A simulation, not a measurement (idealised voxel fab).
This is a process module. Its name is voxel trench capacitor.
The figure presents cross-section cut, which has a width of 160 nm and is divided into square cells with an edge length of 5 nm.
The cross-sections in this document take the form of a grid made of square cells. They are written out as bands, in order from top to bottom. Each band consists of one or more rows of cells.
Quick guide to a band line: top height, bottom height (nm) up front; then every material left to right with its width in nm. Only one material and it's marked "edge to edge"? Then it fills the band edge to edge. And "empty" just means empty space.
Convention: height 0 is the level below which the wafer, as received, is all one material. The lowest band does not terminate at the bottom but continues downward, represented as "top 0, no bottom".
When a width is written as two numbers, as in "30->40", the first number is the width in the top row of cells of the band and the second is the width in its bottom row, and the width changes by the same amount from each row to the next.
A step reported as "no modifications" is a step in which no cell of the cross-section changed.
Look at "Voids, sealed" for the closed voids: empty spaces with no open path to the top, sized 8 cells or up. Each is width x height at distance, distance from the left edge, all nm.
Where a step's line continues beyond its settings, the continuation is a remark by the simulator itself on that step.
On any step carrying a mask, the "overlay nm" setting, if present on the step's line, tells how far right of its planned place the mask lay; negative values point to the left.

LIST OF PLANNED PROCESS STEPS
1) RECEIVE, material Si
2) CONFORMAL_DEP, material SiN, thk nm 10
3) MASKED_ETCH, tone open, mask id TRENCH, width nm 30, pitch nm 45, etch materials SiN, depth nm 10, overlay nm 0
4) MASKED_ETCH, tone open, mask id TRENCH, width nm 30, pitch nm 45, etch materials Si, depth nm 40, overlay nm 0
5) CONFORMAL_DEP, material Al2O3, thk nm 5
6) CONFORMAL_DEP, material TiN, thk nm 5
7) FILL_DEP, material W, thk nm 5
8) CMP, height nm 10

WAFER AT RECEIPT (POST STEP 1), CROSS-SECTION
- top 0, no bottom: Si edge to edge
- Voids, sealed: none

BELOW IS THE WAFER IN CROSS-SECTION AFTER THE MODULE WAS COMPLETED. IT BEGAN FROM THE STARTING POINT SHOWN ABOVE AND FOLLOWED THE PLAN SHOWN ABOVE, EXCEPT THAT ONE MISTAKE WAS MADE WHILE RUNNING IT
- top 10, bottom 0: SiN=40; TiN=5; W=20; TiN=5; SiN=15; TiN=5; W=20; TiN=5; SiN=45
- top 0, bottom -35: Si=40; TiN=5; W=20; TiN=5; Si=15; TiN=5; W=20; TiN=5; Si=45
- top -35, bottom -40: Si=40; TiN=30; Si=15; TiN=30; Si=45
- top -40, no bottom: Si edge to edge
- Voids, sealed: none
It is concluded that the wafer was processed incorrectly with respect to the plan, in that execution of step 5 of the plan did not take place, the step having been omitted
